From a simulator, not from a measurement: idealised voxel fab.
The process module that follows is named voxel transistor to metal.
Square cell edge 5 nm, section width 150 nm, ID cut.
The cross-sections in this document take the form of a grid made of square cells. They are written out as bands, in order from top to bottom. Each band consists of one or more rows of cells. Band entry format. Leading values: height of top, height of bottom, nm. Remainder: materials in left-to-right order, each with its width in nm. Special words: "edge to edge" on a single material, which then fills the band edge to edge; "air", empty space. Counting heights begins at 0, where everything beneath is, in the wafer as received, one material. The lowest band has no bottom; it goes on downwards, as "0 nm and below" shows. A two-number width, for instance "30 to 40", indicates that the width is equal to the first number in the top row of the band and to the second number in the bottom row, and that it changes by a constant amount per row of cells. For the purposes of this document, the phrase "left unchanged" attached to a step denotes that no cell within the cross-section was modified by that step. Entry "Enclosed void listing" = empty spaces >= 8 cells with no open way to the top; each as width x height at distance, distance from left edge, all nm. Where a step's line continues beyond its settings, the continuation is a remark by the simulator itself on that step. On any step carrying a mask, the "overlay nm" setting, if present on the step's line, tells how far right of its planned place the mask lay; negative values point to the left.
[Steps in the process plan]
1) RECEIVE [material Si]
2) OXIDIZE [depth nm 5]
3) CONFORMAL_DEP [material SiN] [thk nm 10]
4) MASKED_ETCH [tone cover] [mask id ACTIVE] [width nm 115] [etch materials SiN] [depth nm 10] [overlay nm 0]
5) MASKED_ETCH [tone cover] [mask id ACTIVE] [width nm 115] [etch materials SiO2] [depth nm 5] [overlay nm 0]
6) MASKED_ETCH [tone cover] [mask id ACTIVE] [width nm 115] [etch materials Si] [depth nm 25] [overlay nm 0]
7) OXIDIZE [depth nm 5]
8) FILL_DEP [material SiO2] [thk nm 10]
9) CMP [height nm 10]
10) SELECTIVE_ETCH [etch materials SiO2] [depth nm 5]
11) STRIP [etch materials SiN]
12) SELECTIVE_ETCH [etch materials SiO2] [depth nm 5]
13) OXIDIZE [depth nm 5]
14) DIRECTIONAL_DEP [material polySi] [thk nm 30]
15) DIRECTIONAL_DEP [material SiCN] [thk nm 15]
16) DIRECTIONAL_DEP [material aC] [thk nm 15]
17) PATTERN [tone cover] [mask id GATE] [material resist] [width nm 25] [thk nm 35] [overlay nm 0]
18) DIRECTIONAL_ETCH [etch materials aC] [depth nm 15]
19) STRIP [etch materials resist]
20) DIRECTIONAL_ETCH [etch materials SiCN] [depth nm 25]
21) DIRECTIONAL_ETCH [etch materials polySi] [depth nm 40]
22) STRIP [etch materials aC]
23) CONFORMAL_DEP [material SiN] [thk nm 5]
24) DIRECTIONAL_ETCH [etch materials SiN] [depth nm 5]
25) DIRECTIONAL_ETCH [etch materials SiO2] [depth nm 5]
26) EPI [material nSi] [thk nm 5]
27) FILL_DEP [material SiO2] [thk nm 10]
28) CMP [height nm 25]
29) STRIP [etch materials polySi]
30) SELECTIVE_ETCH [etch materials SiO2] [depth nm 5]
31) CONFORMAL_DEP [material HfO2] [thk nm 5]
32) CONFORMAL_DEP [material TiN] [thk nm 5]
33) FILL_DEP [material W] [thk nm 5]
34) CMP [height nm 20]
35) DIRECTIONAL_DEP [material SiO2] [thk nm 10]
36) DIRECTIONAL_DEP [material aC] [thk nm 10]
37) PATTERN [tone open] [mask id CONTACT] [material resist] [width nm 20] [pitch nm 85] [thk nm 25] [overlay nm 0]
38) DIRECTIONAL_ETCH [etch materials aC] [depth nm 10]
39) STRIP [etch materials resist]
40) DIRECTIONAL_ETCH [etch materials SiO2] [depth nm 35]
41) STRIP [etch materials aC]
42) CONFORMAL_DEP [material TiN] [thk nm 5]
43) FILL_DEP [material W] [thk nm 10]
44) CMP [height nm 30]
45) DIRECTIONAL_DEP [material TiN] [thk nm 5]
46) DIRECTIONAL_DEP [material W] [thk nm 15]
47) DIRECTIONAL_DEP [material aC] [thk nm 15]
48) PATTERN [tone cover] [mask id METAL_1] [material resist] [width nm 20] [pitch nm 85] [thk nm 30] [overlay nm 0]
49) DIRECTIONAL_ETCH [etch materials aC] [depth nm 15]
50) STRIP [etch materials resist]
51) DIRECTIONAL_ETCH [etch materials W] [depth nm 15]
52) DIRECTIONAL_ETCH [etch materials TiN] [depth nm 5]
53) STRIP [etch materials aC]
54) CONFORMAL_DEP [material SiCN] [thk nm 5]
55) FILL_DEP [material lowk] [thk nm 10]
56) CMP [height nm 50]
57) CONFORMAL_DEP [material SiCN] [thk nm 5]
58) DIRECTIONAL_DEP [material lowk] [thk nm 35]
59) PATTERN [tone open] [mask id METAL_2] [material resist] [width nm 20] [pitch nm 85] [thk nm 20] [overlay nm 0]
60) DIRECTIONAL_ETCH [etch materials lowk] [depth nm 20]
61) STRIP [etch materials resist]
62) DIRECTIONAL_DEP [material aC] [thk nm 15]
63) PATTERN [tone open] [mask id METAL_2_HOLES] [material resist] [width nm 15] [pitch nm 85] [thk nm 35] [overlay nm 0]
64) DIRECTIONAL_ETCH [etch materials aC] [depth nm 15]
65) STRIP [etch materials resist]
66) DIRECTIONAL_ETCH [etch materials lowk] [depth nm 15]
67) DIRECTIONAL_ETCH [etch materials SiCN] [depth nm 5]
68) STRIP [etch materials aC]
69) CONFORMAL_DEP [material TiN] [thk nm 5]
70) FILL_DEP [material Cu] [thk nm 10]
71) CMP [height nm 90]
72) CONFORMAL_DEP [material SiCN] [thk nm 5]
[Step 1 complete: cross-section of the wafer as received]
    0 nm and below  Si edge to edge
    Enclosed void listing: none
[First of two wafers: cross-section at end of module, run per plan]
    95 nm to 90 nm  SiCN edge to edge
    90 nm to 75 nm  lowk (20), then TiN (5), then Cu (10), then TiN (5), then lowk (65), then TiN (5), then Cu (10), then TiN (5), then lowk (25)
    75 nm to 70 nm  lowk (20), then TiN (5), then Cu (5), then TiN (10), then lowk (65), then TiN (5), then Cu (5), then TiN (10), then lowk (25)
    70 nm to 55 nm  lowk (20), then TiN (5), then Cu (5), then TiN (5), then lowk (70), then TiN (5), then Cu (5), then TiN (5), then lowk (30)
    55 nm to 50 nm  SiCN (20), then TiN (15), then SiCN (70), then TiN (15), then SiCN (30)
    50 nm to 35 nm  lowk (15), then SiCN (5), then W (20), then SiCN (5), then lowk (55), then SiCN (5), then W (20), then SiCN (5), then lowk (20)
    35 nm to 30 nm  SiCN (20), then TiN (20), then SiCN (65), then TiN (20), then SiCN (25)
    30 nm to 20 nm  SiO2 (20), then TiN (5), then W (10), then TiN (5), then SiO2 (65), then TiN (5), then W (10), then TiN (5), then SiO2 (25)
    20 nm to 0 nm  SiO2 (20), then TiN (5), then W (10), then TiN (5), then SiO2 (15), then SiN (5), then HfO2 (5), then TiN (5), then W (5), then TiN (5), then HfO2 (5), then SiN (5), then SiO2 (15), then TiN (5), then W (10), then TiN (5), then SiO2 (25)
    0 nm to -5 nm  SiO2 (10), then SiN (5), then SiO2 (5), then TiN (20), then SiO2 (15), then SiN (5), then HfO2 (5), then TiN (15), then HfO2 (5), then SiN (5), then SiO2 (15), then TiN (20), then SiO2 (5), then SiN (5), then SiO2 (15)
    -5 nm to -10 nm  SiO2 (15), then nSi (40), then HfO2 (35), then nSi (40), then SiO2 (20)
    -10 nm to -35 nm  SiO2 (20), then Si (105), then SiO2 (25)
    -35 nm and below  Si edge to edge
    Enclosed void listing: none
[Cross-section, second wafer: same start as the first, same plan as the first, one mistake in running it; taken at the end of the module]
    95 nm to 90 nm  SiCN edge to edge
    90 nm to 75 nm  lowk (20), then TiN (5), then Cu (10), then TiN (5), then lowk (65), then TiN (5), then Cu (10), then TiN (5), then lowk (25)
    75 nm to 70 nm  lowk (20), then TiN (5), then Cu (5), then TiN (10), then lowk (65), then TiN (5), then Cu (5), then TiN (10), then lowk (25)
    70 nm to 55 nm  lowk (20), then TiN (5), then Cu (5), then TiN (5), then lowk (70), then TiN (5), then Cu (5), then TiN (5), then lowk (30)
    55 nm to 50 nm  SiCN (20), then TiN (15), then SiCN (70), then TiN (15), then SiCN (30)
    50 nm to 35 nm  lowk (15), then SiCN (5), then W (20), then SiCN (5), then lowk (55), then SiCN (5), then W (20), then SiCN (5), then lowk (20)
    35 nm to 30 nm  SiCN (20), then TiN (20), then SiCN (65), then TiN (20), then SiCN (25)
    30 nm to 20 nm  SiO2 (20), then TiN (5), then W (10), then TiN (5), then SiO2 (65), then TiN (5), then W (10), then TiN (5), then SiO2 (25)
    20 nm to 0 nm  SiO2 (20), then TiN (5), then W (10), then TiN (5), then SiO2 (15), then SiN (5), then HfO2 (5), then TiN (5), then W (10), then TiN (5), then HfO2 (5), then SiN (5), then SiO2 (10), then TiN (5), then W (10), then TiN (5), then SiO2 (25)
    0 nm to -5 nm  SiO2 (10), then SiN (5), then SiO2 (5), then TiN (20), then SiO2 (15), then SiN (5), then HfO2 (5), then TiN (20), then HfO2 (5), then SiN (5), then SiO2 (10), then TiN (20), then SiO2 (5), then SiN (5), then SiO2 (15)
    -5 nm to -10 nm  SiO2 (15), then nSi (40), then HfO2 (40), then nSi (35), then SiO2 (20)
    -10 nm to -35 nm  SiO2 (20), then Si (105), then SiO2 (25)
    -35 nm and below  Si edge to edge
    Enclosed void listing: none
What broke from the plan during processing? planned and actual differ for step 17; actual: PATTERN [tone cover] [mask id GATE] [material resist] [width nm 30] [thk nm 35] [overlay nm 0]
It is noted that, at the conclusion of processing, the second wafer exhibits a higher or lower cell count for certain materials relative to the first: +1 HfO2 | -5 SiO2 | +1 TiN | +4 W | -1 nSi
